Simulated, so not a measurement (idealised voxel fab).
Process module heading - voxel ribs on slabs
The cross-section shown here is cut; it is 150 nm wide and divided into square cells measuring 5 nm on a side.
This document writes a cross-section as a grid whose cells are square, and gives it as bands, listed from the top down; one or more rows of cells form a band.
Heights first: top, then bottom, in nm. Then materials, left to right, each with a width in nm. "edge to edge" on a single material: fills the band edge to edge. "blank": empty space.
We count height from 0. Below that, the starting wafer is all one material. The lowest band never ends at the bottom but goes on down; see "top 0, no bottom" for how that is written.
A width given as "30->40" starts at the first number in the band's top row and ends at the second number in its bottom row, shifting by an equal amount at every step from row to row.
Where a step carries "changes: none", the cross-section came out of it unchanged, cell for cell.
Empty spaces counting at least 8 cells and having no open way to the top are listed in "Sealed cavities". The notation width x height at distance is used for each, the distance being from the left edge and all three values in nm.
That trailing text on a step's line, after the settings, is the simulator's own remark on the step.
You can add "overlay nm" to a step's line. For a step with a mask, it describes how far the mask lay to the right of its planned position, and a negative number describes a lay to the left.
In what follows, pairs of cross-sections are presented, each taken before and after one process step, with the after cross-section shown only down to the lowest band that was altered; the step, together with its settings, is stated below the pair. The pairs may stem from different runs of this module on the same starting wafer; accordingly, a pair should be taken as continuing from the one above it solely where its entry headed "Ahead of processing" indicates as much.

Ahead of processing
* top 75, bottom 65: aC edge to edge
* top 65, bottom 60: W edge to edge
* top 60, bottom 50: SiO2 edge to edge
* top 50, bottom 40: 60 nm SiO2  25 nm polySi  65 nm SiO2
* top 40, bottom 25: 45 nm SiO2  55 nm polySi  50 nm SiO2
* top 25, bottom 0: SiO2 edge to edge
* top 0, no bottom: Si edge to edge
* Sealed cavities: none

Post-Process View
* top 105, bottom 75: 55 nm resist  35 nm blank  60 nm resist
* Nothing below the height 75 has changed.
* Sealed cavities: none
Which process step falls between the two cross-sections above? PATTERN | tone open | mask id HEATER | material resist | width nm 35 | thk nm 30 | overlay nm 0

Ahead of processing: no separate figure, the pair right above already shows it after its step.

Post-Process View
* top 95, bottom 75: 55 nm resist  35 nm blank  60 nm resist
* top 75, bottom 65: 55 nm aC  35 nm blank  60 nm aC
* Nothing below the height 65 has changed.
* Sealed cavities: none
Which process step falls between the two cross-sections above? DIRECTIONAL_ETCH | etch materials aC | depth nm 10

Ahead of processing: no separate figure, the pair right above already shows it after its step.

Post-Process View
* top 75, bottom 65: 55 nm aC  35 nm blank  60 nm aC
* Nothing below the height 65 has changed.
* Sealed cavities: none
Which process step falls between the two cross-sections above? STRIP | etch materials resist

Ahead of processing: no separate figure, the pair right above already shows it after its step.

Post-Process View
* top 75, bottom 65: 55 nm aC  35 nm blank  60 nm aC
* top 65, bottom 60: 55 nm W  35 nm blank  60 nm W
* Nothing below the height 60 has changed.
* Sealed cavities: none
Which process step falls between the two cross-sections above? DIRECTIONAL_ETCH | etch materials W | depth nm 5

Ahead of processing: no separate figure, the pair right above already shows it after its step.

Post-Process View
* top 65, bottom 60: 55 nm W  35 nm blank  60 nm W
* Nothing below the height 60 has changed.
* Sealed cavities: none
Which process step falls between the two cross-sections above? STRIP | etch materials aC

Ahead of processing: no separate figure, the pair right above already shows it after its step.

Post-Process View
* top 70, bottom 65: 60 nm SiN  25 nm blank  65 nm SiN
* top 65, bottom 60: 55 nm W  35 nm SiN  60 nm W
* Nothing below the height 60 has changed.
* Sealed cavities: none
Which process step falls between the two cross-sections above? CONFORMAL_DEP | material SiN | thk nm 5
